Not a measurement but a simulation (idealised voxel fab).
The process module that follows is named voxel ribs on slabs.
240 nm wide, 5 nm square cells: that's cross-section cut.
This document writes a cross-section as a grid whose cells are square, and gives it as bands, listed from the top down; one or more rows of cells form a band. A band entry consists of two parts. The first gives the height of the band's top and the height of its bottom, in nm. The rest lists the band's materials from left to right, each with its width in nm. A single material labelled with the word "everywhere" fills the band from edge to edge, and the word "air" marks empty space. All heights in this document are referenced to 0, defined as the level beneath which the wafer, as received, consists entirely of one material. The lowest band is not bounded below; it extends indefinitely downward and is written in the form "0..down". Width "30..40": first value at the band's top row of cells, second value at its bottom row, equal change from row to row. "nothing got changed", as given for a step, is the statement that not any cell of the cross-section underwent a change during that step. Listed in "Enclosed void catalog": every empty space of 8 or more cells without an open way to the top. Form: width x height at distance, the distance being from the left edge, all in nm. Text after the settings on a step's line: the simulator's own remark on that step. Among the settings permitted on a step's line is "overlay nm"; applied to a step with a mask, it specifies the extent to which the mask lay to the right of its planned position, whereas a negative figure signifies a position to the left.

[Process steps - plan]
1. RECEIVE, material Si
2. DIRECTIONAL_DEP, material SiO2, thk nm 30
3. DIRECTIONAL_DEP, material SiN, thk nm 20
4. PATTERN, tone cover, mask id RIB, material resist, width nm 20, thk nm 15, overlay nm 0
5. DIRECTIONAL_ETCH, etch materials SiN, depth nm 10
6. STRIP, etch materials resist
7. PATTERN, tone cover, mask id SLAB, material resist, width nm 70, thk nm 15, overlay nm 0
8. DIRECTIONAL_ETCH, etch materials SiN, depth nm 10
9. STRIP, etch materials resist
10. FILL_DEP, material SiO2, thk nm 30
11. CMP, height nm 70
12. DIRECTIONAL_DEP, material W, thk nm 10
13. MASKED_ETCH, tone cover, mask id HEATER, width nm 30, etch materials W, depth nm 10, overlay nm 0
14. CONFORMAL_DEP, material SiO2, thk nm 10

[First of two wafers, processed according to plan]

[This is the cross-section of the wafer as we received it, i.e. after step 1]
    0..down = Si everywhere
    Enclosed void catalog: none

[Once step 2 is through, the wafer looks like this in cross-section]
    30..0 = SiO2 everywhere
    Beneath the level 0, the cross-section is identical to its previous state.

[Once step 3 is through, the wafer looks like this in cross-section]
    50..30 = SiN everywhere
    Beneath the level 30, the cross-section is identical to its previous state.

[Once step 4 is through, the wafer looks like this in cross-section]
    65..50 = air=110, resist=20, air=110
    Beneath the level 50, the cross-section is identical to its previous state.

[Once step 5 is through, the wafer looks like this in cross-section]
    65..50 = air=110, resist=20, air=110
    50..40 = air=110, SiN=20, air=110
    Beneath the level 40, the cross-section is identical to its previous state.

[Once step 6 is through, the wafer looks like this in cross-section]
    50..40 = air=110, SiN=20, air=110
    Beneath the level 40, the cross-section is identical to its previous state.

[Once step 7 is through, the wafer looks like this in cross-section]
    65..50 = air=85, resist=70, air=85
    50..40 = air=85, resist=25, SiN=20, resist=25, air=85
    Beneath the level 40, the cross-section is identical to its previous state.

[Once step 8 is through, the wafer looks like this in cross-section]
    65..50 = air=85, resist=70, air=85
    50..40 = air=85, resist=25, SiN=20, resist=25, air=85
    40..30 = air=85, SiN=70, air=85
    Beneath the level 30, the cross-section is identical to its previous state.

[Once step 9 is through, the wafer looks like this in cross-section]
    50..40 = air=110, SiN=20, air=110
    Beneath the level 40, the cross-section is identical to its previous state.

[Once step 10 is through, the wafer looks like this in cross-section]
    80..50 = SiO2 everywhere
    50..40 = SiO2=110, SiN=20, SiO2=110
    40..30 = SiO2=85, SiN=70, SiO2=85
    Beneath the level 30, the cross-section is identical to its previous state.

[Once step 11 is through, the wafer looks like this in cross-section]
    70..50 = SiO2 everywhere
    Beneath the level 50, the cross-section is identical to its previous state.

[Once step 12 is through, the wafer looks like this in cross-section]
    80..70 = W everywhere
    Beneath the level 70, the cross-section is identical to its previous state.

[Once step 13 is through, the wafer looks like this in cross-section]
    80..70 = air=105, W=30, air=105
    Beneath the level 70, the cross-section is identical to its previous state.

[Once step 14 is through, the wafer looks like this in cross-section]
    90..80 = air=95, SiO2=50, air=95
    80..70 = SiO2=105, W=30, SiO2=105
    Beneath the level 70, the cross-section is identical to its previous state.

[second wafer: like start, like plan, one mistake. Through step 6 it matches the first wafer]

[Second wafer profile in section, at the moment step 7 of the plan was meant to be complete]
    65..50 = air=90, resist=60, air=90
    50..40 = air=90, resist=20, SiN=20, resist=20, air=90
    Beneath the level 40, the cross-section is identical to its previous state.

[Second wafer profile in section, at the moment step 8 of the plan was meant to be complete]
    65..50 = air=90, resist=60, air=90
    50..40 = air=90, resist=20, SiN=20, resist=20, air=90
    40..30 = air=90, SiN=60, air=90
    Beneath the level 30, the cross-section is identical to its previous state.

[Second wafer profile in section, at the moment step 9 of the plan was meant to be complete]
    50..40 = air=110, SiN=20, air=110
    Beneath the level 40, the cross-section is identical to its previous state.

[Second wafer profile in section, at the moment step 10 of the plan was meant to be complete]
    80..50 = SiO2 everywhere
    50..40 = SiO2=110, SiN=20, SiO2=110
    40..30 = SiO2=90, SiN=60, SiO2=90
    Beneath the level 30, the cross-section is identical to its previous state.

[Second wafer profile in section, at the moment step 11 of the plan was meant to be complete]
    70..50 = SiO2 everywhere
    Beneath the level 50, the cross-section is identical to its previous state.

[Second wafer profile in section, at the moment step 12 of the plan was meant to be complete]
    80..70 = W everywhere
    Beneath the level 70, the cross-section is identical to its previous state.

[Second wafer profile in section, at the moment step 13 of the plan was meant to be complete]
    80..70 = air=105, W=30, air=105
    Beneath the level 70, the cross-section is identical to its previous state.

[Second wafer profile in section, at the moment step 14 of the plan was meant to be complete]
    90..80 = air=95, SiO2=50, air=95
    80..70 = SiO2=105, W=30, SiO2=105
    Beneath the level 70, the cross-section is identical to its previous state.
It is concluded that the wafer was processed incorrectly with respect to the plan, in that step 7 was processed under conditions differing from the plan, specifically as PATTERN, tone cover, mask id SLAB, material resist, width nm 60, thk nm 15, overlay nm 0
Wrapping up, a cell-based count of both wafers puts the second over or under the first for these materials: SiN: 4 fewer, SiO2: 4 more
